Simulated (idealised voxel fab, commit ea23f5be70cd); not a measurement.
A process module follows: voxel spacer lines.
We display cut, a cross-section 190 nm in width whose square cells are each 5 nm.
This document writes a cross-section as a grid whose cells are square, and gives it as bands, listed from the top down; one or more rows of cells form a band. Heads up on the band format: heights come first, top then bottom, in nm. After that it's the materials left to right, each with its width in nm. A single material flagged "full width" fills the whole band edge to edge, and "air" means there's empty space there. All heights in this document are referenced to 0, defined as the level beneath which the wafer, as received, consists entirely of one material. The lowest band is not bounded below; it extends indefinitely downward and is written in the form "0 nm and below". A two-number width, for instance "30..40", indicates that the width is equal to the first number in the top row of the band and to the second number in the bottom row, and that it changes by a constant amount per row of cells. What does "same as before" mean for a step? It means no cell of the cross-section changed in that step. "Tabulated closed voids": sealed empty spaces, 8 cells or more, no open way to top, listed width x height at distance, with distance from the left edge and width, height and distance in nm. On a step's line, text after the settings is the simulator commenting on that step. overlay nm: for a step with a mask, the amount by which the mask lay right of where it was planned; a negative amount means left of it.

Listed below are the process steps as planned
step 1: RECEIVE [material Si]
step 2: CONFORMAL_DEP [material Al2O3] [thk nm 10]
step 3: DIRECTIONAL_DEP [material TiN] [thk nm 10]
step 4: DIRECTIONAL_DEP [material aC] [thk nm 30]
step 5: PATTERN [tone cover] [mask id MANDREL] [material resist] [width nm 15] [pitch nm 50] [thk nm 40] [overlay nm -15]
step 6: DIRECTIONAL_ETCH [etch materials aC] [depth nm 30]
step 7: STRIP [etch materials resist]
step 8: CONFORMAL_DEP [material SiN] [thk nm 10]
step 9: DIRECTIONAL_ETCH [etch materials SiN] [depth nm 10]
step 10: STRIP [etch materials aC]
step 11: DIRECTIONAL_ETCH [etch materials TiN] [depth nm 10]
step 12: STRIP [etch materials SiN]
Among the wafers covered here, the point of difference is the overlay nm at step 5; their starting state is shared, and the plan presents the value of the first wafer.

The first of several wafers as received, shown in cross-section; this is its state after step 1
  0 nm and below | Si full width
  Tabulated closed voids: none

After the module's final step, step 12: the first of several wafers in cross-section
  20 nm to 10 nm | air=35  TiN=10  air=15  TiN=10  air=15  TiN=10  air=15  TiN=10  air=70
  10 nm to 0 nm | Al2O3 full width
  0 nm and below | Si full width
  Tabulated closed voids: none

The last wafer as seen in cross-section at the end of the module
  20 nm to 10 nm | air=65  TiN=10  air=15  TiN=10  air=15  TiN=10  air=15  TiN=10  air=40
  10 nm to 0 nm | Al2O3 full width
  0 nm and below | Si full width
  Tabulated closed voids: none

The following table contains a row per wafer, in which are reported, at the conclusion of the module, the cells of each material gained (+) or lost (-) since the wafer's receipt, with its closed voids given thereafter
overlay nm -15; +76 Al2O3; +16 TiN; Tabulated closed voids: none
overlay nm -10; +76 Al2O3; +16 TiN; Tabulated closed voids: none
overlay nm -5; +76 Al2O3; +16 TiN; Tabulated closed voids: none
overlay nm 0; +76 Al2O3; +16 TiN; Tabulated closed voids: none
overlay nm 5; +76 Al2O3; +16 TiN; Tabulated closed voids: none
overlay nm 10; +76 Al2O3; +16 TiN; Tabulated closed voids: none
overlay nm 15; +76 Al2O3; +16 TiN; Tabulated closed voids: none
